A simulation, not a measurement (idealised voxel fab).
process module | voxel trench capacitor
This is section cut - it's 285 nm across, gridded in 5 nm square cells.
Cross-section = grid of square cells, listed top down in bands; band = one or more rows. Read a band's entry like this: the first values are the height of its top and the height of its bottom in nm, and what follows is the sequence of materials from left to right, each with its width in nm. Note that "empty" is empty space, and that a single material marked "all across" reaches across the band from edge to edge. Height 0 is the level under which the wafer as received is all one material. The lowest band goes on downwards, as in "z 0 and below". Width "30->40": first value at the band's top row of cells, second value at its bottom row, equal change from row to row. Key: "no change occurred" - step with no changed cell in the cross-section. "Completely enclosed voids" lists enclosed empty spaces (at least 8 cells, no open path upward to the top), each as width x height at distance from the left edge, in nm. Formally, on a step line, whatever follows the settings is a remark that the simulator itself makes on the step. "overlay nm", when on a step's line for a step with a mask, measures how far to the right of its planned place the mask lay; a negative measure means to the left.
Process steps foreseen in the plan:
step 1: RECEIVE: material Si
step 2: CONFORMAL_DEP: material SiN, thk nm 5
step 3: MASKED_ETCH: tone open, mask id TRENCH, width nm 20, pitch nm 45, etch materials SiN, depth nm 5, overlay nm 0
step 4: MASKED_ETCH: tone open, mask id TRENCH, width nm 20, pitch nm 45, etch materials Si, depth nm 15, overlay nm 0
step 5: CONFORMAL_DEP: material SiO2, thk nm 5
step 6: FILL_DEP: material polySi, thk nm 5
step 7: CMP: height nm 5
Among the wafers covered here, the point of difference is the depth nm at step 4; their starting state is shared, and the plan presents the value of the first wafer.
First of several wafers (as received, post step 1), cross-sectional view:
z 0 and below | Si all across
Completely enclosed voids: none
Each wafer at the end: cells of each material gained (+) or lost (-) since it was received, then its closed voids:
depth nm 15; -36 Si; +45 SiN; +30 SiO2; +18 polySi; Completely enclosed voids: none
depth nm 20; -48 Si; +45 SiN; +36 SiO2; +24 polySi; Completely enclosed voids: none
depth nm 25; -60 Si; +45 SiN; +42 SiO2; +30 polySi; Completely enclosed voids: none
depth nm 30; -72 Si; +45 SiN; +48 SiO2; +36 polySi; Completely enclosed voids: none
depth nm 35; -84 Si; +45 SiN; +54 SiO2; +42 polySi; Completely enclosed voids: none
depth nm 40; -96 Si; +45 SiN; +60 SiO2; +48 polySi; Completely enclosed voids: none
